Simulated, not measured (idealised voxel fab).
Presented below is a process module, voxel transistor to metal.
Displayed cross-section: cut, width of 210 nm, square cells sized 5 nm.
The cross-sections in this document take the form of a grid made of square cells. They are written out as bands, in order from top to bottom. Each band consists of one or more rows of cells. Basically the band line says how high the top is and how high the bottom is, in nm, and then what's in it from left to right, every material with its width in nm. Empty space shows up as "blank", and if a single material carries "everywhere" it runs the full band edge to edge. Basically, 0 is our baseline, since under it the wafer straight out of the box is all one material. The bottom band has no lower end and keeps on going down, so it looks like "from 0 down". Note: "30 to 40" means the width goes from the first number (top row of the band) to the second number (bottom row) in equal steps per row of cells. Basically "all unchanged" means that step didn't change any cell in the cross-section. Closed void register: empty space of 8 cells or more with no open way to the top, each as width x height at its distance from the left edge, in nm. What comes after the settings on a step's line is commentary from the simulator itself on that step. A step line may carry the setting "overlay nm", which, for steps involving a mask, states the distance by which the mask lay to the right of its intended position; negative values denote displacement to the left. Below you will find pairs of cross-sections. In each, one shows the wafer before one process step and the other after it, with the after view ending at the lowest band that changed. Under each pair is the step separating them, along with its settings. Do not assume the pairs form a chain: they can come from different runs of this module on the same starting wafer, and a pair continues from the pair above it only when its "Prior to processing" entry says so.
Prior to processing:
	from 50 to 45 | TiN: 65 / blank: 20 / TiN: 35 / blank: 20 / TiN: 70
	from 45 to 30 | SiO2: 60 / TiN: 5 / blank: 20 / TiN: 5 / SiO2: 25 / TiN: 5 / blank: 20 / TiN: 5 / SiO2: 65
	from 30 to 20 | SiO2: 60 / TiN: 5 / blank: 20 / TiN: 5 / SiN: 5 / polySi: 15 / SiN: 5 / TiN: 5 / blank: 20 / TiN: 5 / SiO2: 65
	from 20 to 15 | SiO2: 60 / TiN: 30 / SiO2: 25 / TiN: 30 / SiO2: 65
	from 15 to 5 | SiO2: 50 / SiN: 105 / SiO2: 55
	from 5 to 0 | SiO2 everywhere
	from 0 to -30 | SiO2: 50 / Si: 105 / SiO2: 55
	from -30 down | Si everywhere
	Closed void register: none
after:
	from 55 to 50 | W everywhere
	from 50 to 45 | TiN: 65 / W: 20 / TiN: 35 / W: 20 / TiN: 70
	from 45 to 30 | SiO2: 60 / TiN: 5 / W: 20 / TiN: 5 / SiO2: 25 / TiN: 5 / W: 20 / TiN: 5 / SiO2: 65
	from 30 to 20 | SiO2: 60 / TiN: 5 / W: 20 / TiN: 5 / SiN: 5 / polySi: 15 / SiN: 5 / TiN: 5 / W: 20 / TiN: 5 / SiO2: 65
	For the remainder of the cross-section, below 20, there is no change.
	Closed void register: none
Link between the two cross-sections above: FILL_DEP, material W, thk nm 5
Prior to processing: Reference is made to the cross-section shown after the step in the pair directly above, which represents the state prior to this step.
after:
	from 45 to 30 | SiO2: 60 / TiN: 5 / W: 20 / TiN: 5 / SiO2: 25 / TiN: 5 / W: 20 / TiN: 5 / SiO2: 65
	For the remainder of the cross-section, below 30, there is no change.
	Closed void register: none
Link between the two cross-sections above: CMP, height nm 45
Prior to processing: Reference is made to the cross-section shown after the step in the pair directly above, which represents the state prior to this step.
after:
	from 50 to 45 | TiN everywhere
	For the remainder of the cross-section, below 45, there is no change.
	Closed void register: none
Link between the two cross-sections above: DIRECTIONAL_DEP, material TiN, thk nm 5
Prior to processing: Reference is made to the cross-section shown after the step in the pair directly above, which represents the state prior to this step.
after:
	from 75 to 50 | W everywhere
	For the remainder of the cross-section, below 50, there is no change.
	Closed void register: none
Link between the two cross-sections above: DIRECTIONAL_DEP, material W, thk nm 25
Prior to processing: Reference is made to the cross-section shown after the step in the pair directly above, which represents the state prior to this step.
after:
	from 90 to 75 | aC everywhere
	For the remainder of the cross-section, below 75, there is no change.
	Closed void register: none
Link between the two cross-sections above: DIRECTIONAL_DEP, material aC, thk nm 15
Prior to processing: Reference is made to the cross-section shown after the step in the pair directly above, which represents the state prior to this step.
after:
	from 125 to 90 | blank: 60 / resist: 15 / blank: 55 / resist: 15 / blank: 65
	For the remainder of the cross-section, below 90, there is no change.
	Closed void register: none
Link between the two cross-sections above: PATTERN, tone cover, mask id METAL_1, material resist, width nm 15, pitch nm 70, thk nm 35, overlay nm 0
Prior to processing: Reference is made to the cross-section shown after the step in the pair directly above, which represents the state prior to this step.
after:
	from 110 to 90 | blank: 60 / resist: 15 / blank: 55 / resist: 15 / blank: 65
	from 90 to 75 | blank: 60 / aC: 15 / blank: 55 / aC: 15 / blank: 65
	For the remainder of the cross-section, below 75, there is no change.
	Closed void register: none
Link between the two cross-sections above: DIRECTIONAL_ETCH, etch materials aC, depth nm 15
Prior to processing: Reference is made to the cross-section shown after the step in the pair directly above, which represents the state prior to this step.
after:
	from 90 to 75 | blank: 60 / aC: 15 / blank: 55 / aC: 15 / blank: 65
	For the remainder of the cross-section, below 75, there is no change.
	Closed void register: none
Link between the two cross-sections above: STRIP, etch materials resist
Prior to processing: Reference is made to the cross-section shown after the step in the pair directly above, which represents the state prior to this step.
after:
	from 90 to 75 | blank: 60 / aC: 15 / blank: 55 / aC: 15 / blank: 65
	from 75 to 50 | blank: 60 / W: 15 / blank: 55 / W: 15 / blank: 65
	For the remainder of the cross-section, below 50, there is no change.
	Closed void register: none
Link between the two cross-sections above: DIRECTIONAL_ETCH, etch materials W, depth nm 25
Prior to processing: Reference is made to the cross-section shown after the step in the pair directly above, which represents the state prior to this step.
after:
	from 90 to 75 | blank: 60 / aC: 15 / blank: 55 / aC: 15 / blank: 65
	from 75 to 50 | blank: 60 / W: 15 / blank: 55 / W: 15 / blank: 65
	from 50 to 45 | blank: 60 / TiN: 15 / blank: 55 / TiN: 15 / blank: 65
	For the remainder of the cross-section, below 45, there is no change.
	Closed void register: none
Link between the two cross-sections above: DIRECTIONAL_ETCH, etch materials TiN, depth nm 5
Prior to processing: Reference is made to the cross-section shown after the step in the pair directly above, which represents the state prior to this step.
after:
	from 75 to 50 | blank: 60 / W: 15 / blank: 55 / W: 15 / blank: 65
	For the remainder of the cross-section, below 50, there is no change.
	Closed void register: none
Link between the two cross-sections above: STRIP, etch materials aC
Prior to processing: Reference is made to the cross-section shown after the step in the pair directly above, which represents the state prior to this step.
after:
	from 85 to 75 | SiO2 everywhere
	from 75 to 50 | SiO2: 60 / W: 15 / SiO2: 55 / W: 15 / SiO2: 65
	from 50 to 45 | SiO2: 60 / TiN: 15 / SiO2: 55 / TiN: 15 / SiO2: 65
	For the remainder of the cross-section, below 45, there is no change.
	Closed void register: none
Link between the two cross-sections above: FILL_DEP, material SiO2, thk nm 10
Prior to processing: Reference is made to the cross-section shown after the step in the pair directly above, which represents the state prior to this step.
after:
	from 75 to 50 | SiO2: 60 / W: 15 / SiO2: 55 / W: 15 / SiO2: 65
	For the remainder of the cross-section, below 50, there is no change.
	Closed void register: none
Link between the two cross-sections above: CMP, height nm 75
Prior to processing: Reference is made to the cross-section shown after the step in the pair directly above, which represents the state prior to this step.
after:
	from 80 to 75 | SiN everywhere
	For the remainder of the cross-section, below 75, there is no change.
	Closed void register: none
Link between the two cross-sections above: CONFORMAL_DEP, material SiN, thk nm 5
Prior to processing:
	from 25 to 15 | blank: 50 / aC: 105 / blank: 55
	from 15 to 5 | blank: 50 / SiN: 105 / blank: 55
	from 5 to 0 | blank: 50 / SiO2: 105 / blank: 55
	from 0 to -30 | blank: 50 / Si: 105 / blank: 55
	from -30 down | Si everywhere
	Closed void register: none
after:
	from 25 to 15 | blank: 50 / aC: 105 / blank: 55
	from 15 to 5 | blank: 50 / SiN: 105 / blank: 55
	from 5 to 0 | blank: 50 / SiO2: 105 / blank: 55
	from 0 to -60 | blank: 50 / Si: 105 / blank: 55
	For the remainder of the cross-section, below -60, there is no change.
	Closed void register: none
Link between the two cross-sections above: DIRECTIONAL_ETCH, etch materials Si, depth nm 30
Prior to processing: Reference is made to the cross-section shown after the step in the pair directly above, which represents the state prior to this step.
after:
	from 15 to 5 | blank: 50 / SiN: 105 / blank: 55
	For the remainder of the cross-section, below 5, there is no change.
	Closed void register: none
Link between the two cross-sections above: STRIP, etch materials aC
Prior to processing: Reference is made to the cross-section shown after the step in the pair directly above, which represents the state prior to this step.
after:
	from 30 to 15 | SiO2 everywhere
	from 15 to 5 | SiO2: 50 / SiN: 105 / SiO2: 55
	from 5 to 0 | SiO2 everywhere
	from 0 to -60 | SiO2: 50 / Si: 105 / SiO2: 55
	For the remainder of the cross-section, below -60, there is no change.
	Closed void register: none
Link between the two cross-sections above: FILL_DEP, material SiO2, thk nm 15
Prior to processing: Reference is made to the cross-section shown after the step in the pair directly above, which represents the state prior to this step.
after:
	from 15 to 5 | SiO2: 50 / SiN: 105 / SiO2: 55
	For the remainder of the cross-section, below 5, there is no change.
	Closed void register: none
Link between the two cross-sections above: CMP, height nm 15
Prior to processing: Reference is made to the cross-section shown after the step in the pair directly above, which represents the state prior to this step.
after:
	from 15 to 10 | blank: 50 / SiN: 105 / blank: 55
	For the remainder of the cross-section, below 10, there is no change.
	Closed void register: none
Link between the two cross-sections above: SELECTIVE_ETCH, etch materials SiO2, depth nm 5
Prior to processing: Reference is made to the cross-section shown after the step in the pair directly above, which represents the state prior to this step.
after:
	from 10 to 5 | SiO2: 50 / blank: 105 / SiO2: 55
	For the remainder of the cross-section, below 5, there is no change.
	Closed void register: none
Link between the two cross-sections above: STRIP, etch materials SiN
Prior to processing: Reference is made to the cross-section shown after the step in the pair directly above, which represents the state prior to this step.
after:
	from 5 to 0 | SiO2: 45 / blank: 115 / SiO2: 50
	For the remainder of the cross-section, below 0, there is no change.
	Closed void register: none
Link between the two cross-sections above: SELECTIVE_ETCH, etch materials SiO2, depth nm 5
Prior to processing: Reference is made to the cross-section shown after the step in the pair directly above, which represents the state prior to this step.
after:
	from 5 to 0 | SiO2: 45 / blank: 115 / SiO2: 50
	from 0 to -5 | SiO2 everywhere
	For the remainder of the cross-section, below -5, there is no change.
	Closed void register: none
Link between the two cross-sections above: OXIDIZE, depth nm 5
Prior to processing: Reference is made to the cross-section shown after the step in the pair directly above, which represents the state prior to this step.
after:
	from 25 to 20 | polySi: 45 / blank: 115 / polySi: 50
	from 20 to 5 | polySi everywhere
	from 5 to 0 | SiO2: 45 / polySi: 115 / SiO2: 50
	For the remainder of the cross-section, below 0, there is no change.
	Closed void register: none
Link between the two cross-sections above: DIRECTIONAL_DEP, material polySi, thk nm 20
Prior to processing: Reference is made to the cross-section shown after the step in the pair directly above, which represents the state prior to this step.
after:
	from 35 to 30 | SiCN: 45 / blank: 115 / SiCN: 50
	from 30 to 25 | SiCN everywhere
	from 25 to 20 | polySi: 45 / SiCN: 115 / polySi: 50
	For the remainder of the cross-section, below 20, there is no change.
	Closed void register: none
Link between the two cross-sections above: DIRECTIONAL_DEP, material SiCN, thk nm 10
Prior to processing: Reference is made to the cross-section shown after the step in the pair directly above, which represents the state prior to this step.
after:
	from 45 to 40 | aC: 45 / blank: 115 / aC: 50
	from 40 to 35 | aC everywhere
	from 35 to 30 | SiCN: 45 / aC: 115 / SiCN: 50
	For the remainder of the cross-section, below 30, there is no change.
	Closed void register: none
Link between the two cross-sections above: DIRECTIONAL_DEP, material aC, thk nm 10
Prior to processing: Reference is made to the cross-section shown after the step in the pair directly above, which represents the state prior to this step.
after:
	from 75 to 45 | blank: 95 / resist: 15 / blank: 100
	from 45 to 40 | aC: 45 / blank: 50 / resist: 15 / blank: 50 / aC: 50
	For the remainder of the cross-section, below 40, there is no change.
	Closed void register: none
Link between the two cross-sections above: PATTERN, tone cover, mask id GATE, material resist, width nm 15, thk nm 30, overlay nm 0
Prior to processing: Reference is made to the cross-section shown after the step in the pair directly above, which represents the state prior to this step.
after:
	from 65 to 40 | blank: 95 / resist: 15 / blank: 100
	from 40 to 35 | blank: 95 / aC: 15 / blank: 100
	from 35 to 30 | SiCN: 45 / blank: 50 / aC: 15 / blank: 50 / SiCN: 50
	For the remainder of the cross-section, below 30, there is no change.
	Closed void register: none
Link between the two cross-sections above: DIRECTIONAL_ETCH, etch materials aC, depth nm 10
Prior to processing: Reference is made to the cross-section shown after the step in the pair directly above, which represents the state prior to this step.
after:
	from 40 to 35 | blank: 95 / aC: 15 / blank: 100
	For the remainder of the cross-section, below 35, there is no change.
	Closed void register: none
Link between the two cross-sections above: STRIP, etch materials resist
Prior to processing: Reference is made to the cross-section shown after the step in the pair directly above, which represents the state prior to this step.
after:
	from 40 to 30 | blank: 95 / aC: 15 / blank: 100
	from 30 to 25 | blank: 95 / SiCN: 15 / blank: 100
	from 25 to 20 | polySi: 45 / blank: 50 / SiCN: 15 / blank: 50 / polySi: 50
	For the remainder of the cross-section, below 20, there is no change.
	Closed void register: none
Link between the two cross-sections above: DIRECTIONAL_ETCH, etch materials SiCN, depth nm 20
Prior to processing: Reference is made to the cross-section shown after the step in the pair directly above, which represents the state prior to this step.
after:
	from 40 to 30 | blank: 95 / aC: 15 / blank: 100
	from 30 to 20 | blank: 95 / SiCN: 15 / blank: 100
	from 20 to 5 | blank: 95 / polySi: 15 / blank: 100
	from 5 to 0 | SiO2: 45 / blank: 50 / polySi: 15 / blank: 50 / SiO2: 50
	For the remainder of the cross-section, below 0, there is no change.
	Closed void register: none
Link between the two cross-sections above: DIRECTIONAL_ETCH, etch materials polySi, depth nm 30
Prior to processing: Reference is made to the cross-section shown after the step in the pair directly above, which represents the state prior to this step.
after:
	from 30 to 20 | blank: 95 / SiCN: 15 / blank: 100
	For the remainder of the cross-section, below 20, there is no change.
	Closed void register: none
Link between the two cross-sections above: STRIP, etch materials aC
Prior to processing: Reference is made to the cross-section shown after the step in the pair directly above, which represents the state prior to this step.
after:
	from 35 to 30 | blank: 90 / SiN: 25 / blank: 95
	from 30 to 20 | blank: 90 / SiN: 5 / SiCN: 15 / SiN: 5 / blank: 95
	from 20 to 10 | blank: 90 / SiN: 5 / polySi: 15 / SiN: 5 / blank: 95
	from 10 to 5 | SiN: 50 / blank: 40 / SiN: 5 / polySi: 15 / SiN: 5 / blank: 40 / SiN: 55
	from 5 to 0 | SiO2: 45 / SiN: 50 / polySi: 15 / SiN: 50 / SiO2: 50
	For the remainder of the cross-section, below 0, there is no change.
	Closed void register: none
Link between the two cross-sections above: CONFORMAL_DEP, material SiN, thk nm 5
Prior to processing: Reference is made to the cross-section shown after the step in the pair directly above, which represents the state prior to this step.
after:
	from 30 to 20 | blank: 90 / SiN: 5 / SiCN: 15 / SiN: 5 / blank: 95
	from 20 to 5 | blank: 90 / SiN: 5 / polySi: 15 / SiN: 5 / blank: 95
	from 5 to 0 | SiO2: 45 / SiN: 5 / blank: 40 / SiN: 5 / polySi: 15 / SiN: 5 / blank: 40 / SiN: 5 / SiO2: 50
	For the remainder of the cross-section, below 0, there is no change.
	Closed void register: none
Link between the two cross-sections above: DIRECTIONAL_ETCH, etch materials SiN, depth nm 5
Prior to processing: Reference is made to the cross-section shown after the step in the pair directly above, which represents the state prior to this step.
after:
	from 30 to 20 | blank: 90 / SiN: 5 / SiCN: 15 / SiN: 5 / blank: 95
	from 20 to 5 | blank: 90 / SiN: 5 / polySi: 15 / SiN: 5 / blank: 95
	from 5 to 0 | blank: 45 / SiN: 5 / blank: 40 / SiN: 5 / polySi: 15 / SiN: 5 / blank: 40 / SiN: 5 / blank: 50
	from 0 to -5 | SiO2: 50 / blank: 40 / SiO2: 25 / blank: 40 / SiO2: 55
	For the remainder of the cross-section, below -5, there is no change.
	Closed void register: none
Link between the two cross-sections above: DIRECTIONAL_ETCH, etch materials SiO2, depth nm 5
Prior to processing: Reference is made to the cross-section shown after the step in the pair directly above, which represents the state prior to this step.
after:
	from 30 to 20 | blank: 90 / SiN: 5 / SiCN: 15 / SiN: 5 / blank: 95
	from 20 to 5 | blank: 90 / SiN: 5 / polySi: 15 / SiN: 5 / blank: 95
	from 5 to 0 | blank: 45 / SiN: 5 / blank: 40 / SiN: 5 / polySi: 15 / SiN: 5 / blank: 40 / SiN: 5 / blank: 50
	from 0 to -5 | SiO2: 50 / pSi: 40 / SiO2: 25 / pSi: 40 / SiO2: 55
	For the remainder of the cross-section, below -5, there is no change.
	Closed void register: none
Link between the two cross-sections above: EPI, material pSi, thk nm 5
Prior to processing: Reference is made to the cross-section shown after the step in the pair directly above, which represents the state prior to this step.
after:
	from 40 to 30 | SiO2 everywhere
	from 30 to 20 | SiO2: 90 / SiN: 5 / SiCN: 15 / SiN: 5 / SiO2: 95
	from 20 to 5 | SiO2: 90 / SiN: 5 / polySi: 15 / SiN: 5 / SiO2: 95
	from 5 to 0 | SiO2: 45 / SiN: 5 / SiO2: 40 / SiN: 5 / polySi: 15 / SiN: 5 / SiO2: 40 / SiN: 5 / SiO2: 50
	For the remainder of the cross-section, below 0, there is no change.
	Closed void register: none
Link between the two cross-sections above: FILL_DEP, material SiO2, thk nm 10
Prior to processing: Reference is made to the cross-section shown after the step in the pair directly above, which represents the state prior to this step.
after:
	from 30 to 20 | SiO2: 90 / SiN: 5 / SiCN: 15 / SiN: 5 / SiO2: 95
	For the remainder of the cross-section, below 20, there is no change.
	Closed void register: none
Link between the two cross-sections above: CMP, height nm 30
Prior to processing: Reference is made to the cross-section shown after the step in the pair directly above, which represents the state prior to this step.
after:
	from 45 to 30 | SiO2 everywhere
	For the remainder of the cross-section, below 30, there is no change.
	Closed void register: none
Link between the two cross-sections above: DIRECTIONAL_DEP, material SiO2, thk nm 15
Prior to processing: Reference is made to the cross-section shown after the step in the pair directly above, which represents the state prior to this step.
after:
	from 65 to 45 | resist: 60 / blank: 30 / resist: 25 / blank: 30 / resist: 65
	For the remainder of the cross-section, below 45, there is no change.
	Closed void register: none
Link between the two cross-sections above: PATTERN, tone open, mask id CONTACT, material resist, width nm 30, pitch nm 55, thk nm 20, overlay nm 0
Prior to processing: Reference is made to the cross-section shown after the step in the pair directly above, which represents the state prior to this step.
after:
	from 65 to 45 | resist: 60 / blank: 30 / resist: 25 / blank: 30 / resist: 65
	from 45 to 30 | SiO2: 60 / blank: 30 / SiO2: 25 / blank: 30 / SiO2: 65
	from 30 to 20 | SiO2: 60 / blank: 30 / SiN: 5 / SiCN: 15 / SiN: 5 / blank: 30 / SiO2: 65
	from 20 to 5 | SiO2: 60 / blank: 30 / SiN: 5 / polySi: 15 / SiN: 5 / blank: 30 / SiO2: 65
	from 5 to 0 | SiO2: 45 / SiN: 5 / SiO2: 10 / blank: 30 / SiN: 5 / polySi: 15 / SiN: 5 / blank: 30 / SiO2: 10 / SiN: 5 / SiO2: 50
	For the remainder of the cross-section, below 0, there is no change.
	Closed void register: none
Link between the two cross-sections above: DIRECTIONAL_ETCH, etch materials SiO2, depth nm 45
Prior to processing: Reference is made to the cross-section shown after the step in the pair directly above, which represents the state prior to this step.
after:
	from 45 to 30 | SiO2: 60 / blank: 30 / SiO2: 25 / blank: 30 / SiO2: 65
	For the remainder of the cross-section, below 30, there is no change.
	Closed void register: none
Link between the two cross-sections above: STRIP, etch materials resist
Prior to processing: Reference is made to the cross-section shown after the step in the pair directly above, which represents the state prior to this step.
after:
	from 50 to 45 | TiN: 65 / blank: 20 / TiN: 35 / blank: 20 / TiN: 70
	from 45 to 30 | SiO2: 60 / TiN: 5 / blank: 20 / TiN: 5 / SiO2: 25 / TiN: 5 / blank: 20 / TiN: 5 / SiO2: 65
	from 30 to 20 | SiO2: 60 / TiN: 5 / blank: 20 / TiN: 5 / SiN: 5 / SiCN: 15 / SiN: 5 / TiN: 5 / blank: 20 / TiN: 5 / SiO2: 65
	from 20 to 5 | SiO2: 60 / TiN: 5 / blank: 20 / TiN: 5 / SiN: 5 / polySi: 15 / SiN: 5 / TiN: 5 / blank: 20 / TiN: 5 / SiO2: 65
	from 5 to 0 | SiO2: 45 / SiN: 5 / SiO2: 10 / TiN: 30 / SiN: 5 / polySi: 15 / SiN: 5 / TiN: 30 / SiO2: 10 / SiN: 5 / SiO2: 50
	For the remainder of the cross-section, below 0, there is no change.
	Closed void register: none
Link between the two cross-sections above: CONFORMAL_DEP, material TiN, thk nm 5
Prior to processing: Reference is made to the cross-section shown after the step in the pair directly above, which represents the state prior to this step.
after:
	from 55 to 50 | W everywhere
	from 50 to 45 | TiN: 65 / W: 20 / TiN: 35 / W: 20 / TiN: 70
	from 45 to 30 | SiO2: 60 / TiN: 5 / W: 20 / TiN: 5 / SiO2: 25 / TiN: 5 / W: 20 / TiN: 5 / SiO2: 65
	from 30 to 20 | SiO2: 60 / TiN: 5 / W: 20 / TiN: 5 / SiN: 5 / SiCN: 15 / SiN: 5 / TiN: 5 / W: 20 / TiN: 5 / SiO2: 65
	from 20 to 5 | SiO2: 60 / TiN: 5 / W: 20 / TiN: 5 / SiN: 5 / polySi: 15 / SiN: 5 / TiN: 5 / W: 20 / TiN: 5 / SiO2: 65
	For the remainder of the cross-section, below 5, there is no change.
	Closed void register: none
Link between the two cross-sections above: FILL_DEP, material W, thk nm 5
Prior to processing: Reference is made to the cross-section shown after the step in the pair directly above, which represents the state prior to this step.
after:
	from 45 to 30 | SiO2: 60 / TiN: 5 / W: 20 / TiN: 5 / SiO2: 25 / TiN: 5 / W: 20 / TiN: 5 / SiO2: 65
	For the remainder of the cross-section, below 30, there is no change.
	Closed void register: none
Link between the two cross-sections above: CMP, height nm 45
Prior to processing: Reference is made to the cross-section shown after the step in the pair directly above, which represents the state prior to this step.
after:
	from 50 to 45 | TiN everywhere
	For the remainder of the cross-section, below 45, there is no change.
	Closed void register: none
Link between the two cross-sections above: DIRECTIONAL_DEP, material TiN, thk nm 5
Prior to processing: Reference is made to the cross-section shown after the step in the pair directly above, which represents the state prior to this step.
after:
	from 75 to 50 | W everywhere
	For the remainder of the cross-section, below 50, there is no change.
	Closed void register: none
Link between the two cross-sections above: DIRECTIONAL_DEP, material W, thk nm 25
Prior to processing: Reference is made to the cross-section shown after the step in the pair directly above, which represents the state prior to this step.
after:
	from 90 to 75 | aC everywhere
	For the remainder of the cross-section, below 75, there is no change.
	Closed void register: none
Link between the two cross-sections above: DIRECTIONAL_DEP, material aC, thk nm 15
Prior to processing: Reference is made to the cross-section shown after the step in the pair directly above, which represents the state prior to this step.
after:
	from 125 to 90 | blank: 60 / resist: 15 / blank: 55 / resist: 15 / blank: 65
	For the remainder of the cross-section, below 90, there is no change.
	Closed void register: none
Link between the two cross-sections above: PATTERN, tone cover, mask id METAL_1, material resist, width nm 15, pitch nm 70, thk nm 35, overlay nm 0
Prior to processing: Reference is made to the cross-section shown after the step in the pair directly above, which represents the state prior to this step.
after:
	from 110 to 90 | blank: 60 / resist: 15 / blank: 55 / resist: 15 / blank: 65
	from 90 to 75 | blank: 60 / aC: 15 / blank: 55 / aC: 15 / blank: 65
	For the remainder of the cross-section, below 75, there is no change.
	Closed void register: none
Link between the two cross-sections above: DIRECTIONAL_ETCH, etch materials aC, depth nm 15
Prior to processing: Reference is made to the cross-section shown after the step in the pair directly above, which represents the state prior to this step.
after:
	from 90 to 75 | blank: 60 / aC: 15 / blank: 55 / aC: 15 / blank: 65
	For the remainder of the cross-section, below 75, there is no change.
	Closed void register: none
Link between the two cross-sections above: STRIP, etch materials resist
Prior to processing: Reference is made to the cross-section shown after the step in the pair directly above, which represents the state prior to this step.
after:
	from 90 to 75 | blank: 60 / aC: 15 / blank: 55 / aC: 15 / blank: 65
	from 75 to 50 | blank: 60 / W: 15 / blank: 55 / W: 15 / blank: 65
	For the remainder of the cross-section, below 50, there is no change.
	Closed void register: none
Link between the two cross-sections above: DIRECTIONAL_ETCH, etch materials W, depth nm 25
Prior to processing: Reference is made to the cross-section shown after the step in the pair directly above, which represents the state prior to this step.
after:
	from 90 to 75 | blank: 60 / aC: 15 / blank: 55 / aC: 15 / blank: 65
	from 75 to 50 | blank: 60 / W: 15 / blank: 55 / W: 15 / blank: 65
	from 50 to 45 | blank: 60 / TiN: 15 / blank: 55 / TiN: 15 / blank: 65
	For the remainder of the cross-section, below 45, there is no change.
	Closed void register: none
Link between the two cross-sections above: DIRECTIONAL_ETCH, etch materials TiN, depth nm 5
Prior to processing: Reference is made to the cross-section shown after the step in the pair directly above, which represents the state prior to this step.
after:
	from 75 to 50 | blank: 60 / W: 15 / blank: 55 / W: 15 / blank: 65
	For the remainder of the cross-section, below 50, there is no change.
	Closed void register: none
Link between the two cross-sections above: STRIP, etch materials aC
Prior to processing: Reference is made to the cross-section shown after the step in the pair directly above, which represents the state prior to this step.
after:
	from 85 to 75 | SiO2 everywhere
	from 75 to 50 | SiO2: 60 / W: 15 / SiO2: 55 / W: 15 / SiO2: 65
	from 50 to 45 | SiO2: 60 / TiN: 15 / SiO2: 55 / TiN: 15 / SiO2: 65
	For the remainder of the cross-section, below 45, there is no change.
	Closed void register: none
Link between the two cross-sections above: FILL_DEP, material SiO2, thk nm 10
Prior to processing: Reference is made to the cross-section shown after the step in the pair directly above, which represents the state prior to this step.
after:
	from 75 to 50 | SiO2: 60 / W: 15 / SiO2: 55 / W: 15 / SiO2: 65
	For the remainder of the cross-section, below 50, there is no change.
	Closed void register: none
Link between the two cross-sections above: CMP, height nm 75
Prior to processing: Reference is made to the cross-section shown after the step in the pair directly above, which represents the state prior to this step.
after:
	from 80 to 75 | SiN everywhere
	For the remainder of the cross-section, below 75, there is no change.
	Closed void register: none
Link between the two cross-sections above: CONFORMAL_DEP, material SiN, thk nm 5
Prior to processing:
	from 15 to 5 | SiO2: 50 / SiN: 105 / SiO2: 55
	from 5 to 0 | SiO2 everywhere
	from 0 to -30 | SiO2: 50 / Si: 105 / SiO2: 55
	from -30 down | Si everywhere
	Closed void register: none
after:
	from 15 to 5 | SiO2: 50 / blank: 105 / SiO2: 55
	For the remainder of the cross-section, below 5, there is no change.
	Closed void register: none
Link between the two cross-sections above: STRIP, etch materials SiN
Prior to processing: Reference is made to the cross-section shown after the step in the pair directly above, which represents the state prior to this step.
after:
	from 10 to 0 | SiO2: 45 / blank: 115 / SiO2: 50
	For the remainder of the cross-section, below 0, there is no change.
	Closed void register: none
Link between the two cross-sections above: SELECTIVE_ETCH, etch materials SiO2, depth nm 5
Prior to processing: Reference is made to the cross-section shown after the step in the pair directly above, which represents the state prior to this step.
after:
	from 5 to 0 | SiO2: 40 / blank: 125 / SiO2: 45
	from 0 to -5 | SiO2: 40 / blank: 10 / Si: 105 / blank: 10 / SiO2: 45
	For the remainder of the cross-section, below -5, there is no change.
	Closed void register: none
Link between the two cross-sections above: SELECTIVE_ETCH, etch materials SiO2, depth nm 5
Prior to processing: Reference is made to the cross-section shown after the step in the pair directly above, which represents the state prior to this step.
after:
	from 5 to 0 | SiO2: 40 / blank: 125 / SiO2: 45
	from 0 to -5 | SiO2: 40 / blank: 10 / SiO2: 105 / blank: 10 / SiO2: 45
	from -5 to -10 | SiO2: 55 / Si: 95 / SiO2: 60
	For the remainder of the cross-section, below -10, there is no change.
	Closed void register: none
Link between the two cross-sections above: OXIDIZE, depth nm 5
Prior to processing: Reference is made to the cross-section shown after the step in the pair directly above, which represents the state prior to this step.
after:
	from 25 to 20 | polySi: 40 / blank: 125 / polySi: 45
	from 20 to 15 | polySi: 40 / blank: 10 / polySi: 105 / blank: 10 / polySi: 45
	from 15 to 5 | polySi everywhere
	from 5 to 0 | SiO2: 40 / polySi: 125 / SiO2: 45
	from 0 to -5 | SiO2: 40 / polySi: 10 / SiO2: 105 / polySi: 10 / SiO2: 45
	For the remainder of the cross-section, below -5, there is no change.
	Closed void register: none
Link between the two cross-sections above: DIRECTIONAL_DEP, material polySi, thk nm 20
Prior to processing: Reference is made to the cross-section shown after the step in the pair directly above, which represents the state prior to this step.
after:
	from 35 to 30 | SiCN: 40 / blank: 125 / SiCN: 45
	from 30 to 25 | SiCN: 40 / blank: 10 / SiCN: 105 / blank: 10 / SiCN: 45
	from 25 to 20 | polySi: 40 / SiCN: 125 / polySi: 45
	from 20 to 15 | polySi: 40 / SiCN: 10 / polySi: 105 / SiCN: 10 / polySi: 45
	For the remainder of the cross-section, below 15, there is no change.
	Closed void register: none
Link between the two cross-sections above: DIRECTIONAL_DEP, material SiCN, thk nm 10
Prior to processing: Reference is made to the cross-section shown after the step in the pair directly above, which represents the state prior to this step.
after:
	from 45 to 40 | aC: 40 / blank: 125 / aC: 45
	from 40 to 35 | aC: 40 / blank: 10 / aC: 105 / blank: 10 / aC: 45
	from 35 to 30 | SiCN: 40 / aC: 125 / SiCN: 45
	from 30 to 25 | SiCN: 40 / aC: 10 / SiCN: 105 / aC: 10 / SiCN: 45
	For the remainder of the cross-section, below 25, there is no change.
	Closed void register: none
Link between the two cross-sections above: DIRECTIONAL_DEP, material aC, thk nm 10
Prior to processing: Reference is made to the cross-section shown after the step in the pair directly above, which represents the state prior to this step.
after:
	from 75 to 45 | blank: 95 / resist: 15 / blank: 100
	from 45 to 40 | aC: 40 / blank: 55 / resist: 15 / blank: 55 / aC: 45
	For the remainder of the cross-section, below 40, there is no change.
	Closed void register: none
Link between the two cross-sections above: PATTERN, tone cover, mask id GATE, material resist, width nm 15, thk nm 30, overlay nm 0
Prior to processing: Reference is made to the cross-section shown after the step in the pair directly above, which represents the state prior to this step.
after:
	from 65 to 40 | blank: 95 / resist: 15 / blank: 100
	from 40 to 35 | blank: 95 / aC: 15 / blank: 100
	from 35 to 30 | SiCN: 40 / blank: 55 / aC: 15 / blank: 55 / SiCN: 45
	from 30 to 25 | SiCN: 40 / blank: 10 / SiCN: 105 / blank: 10 / SiCN: 45
	For the remainder of the cross-section, below 25, there is no change.
	Closed void register: none
Link between the two cross-sections above: DIRECTIONAL_ETCH, etch materials aC, depth nm 10
Prior to processing: Reference is made to the cross-section shown after the step in the pair directly above, which represents the state prior to this step.
after:
	from 40 to 35 | blank: 95 / aC: 15 / blank: 100
	For the remainder of the cross-section, below 35, there is no change.
	Closed void register: none
Link between the two cross-sections above: STRIP, etch materials resist
Prior to processing: Reference is made to the cross-section shown after the step in the pair directly above, which represents the state prior to this step.
after:
	from 40 to 30 | blank: 95 / aC: 15 / blank: 100
	from 30 to 25 | blank: 95 / SiCN: 15 / blank: 100
	from 25 to 20 | polySi: 40 / blank: 55 / SiCN: 15 / blank: 55 / polySi: 45
	from 20 to 15 | polySi: 40 / blank: 10 / polySi: 105 / blank: 10 / polySi: 45
	For the remainder of the cross-section, below 15, there is no change.
	Closed void register: none
Link between the two cross-sections above: DIRECTIONAL_ETCH, etch materials SiCN, depth nm 20
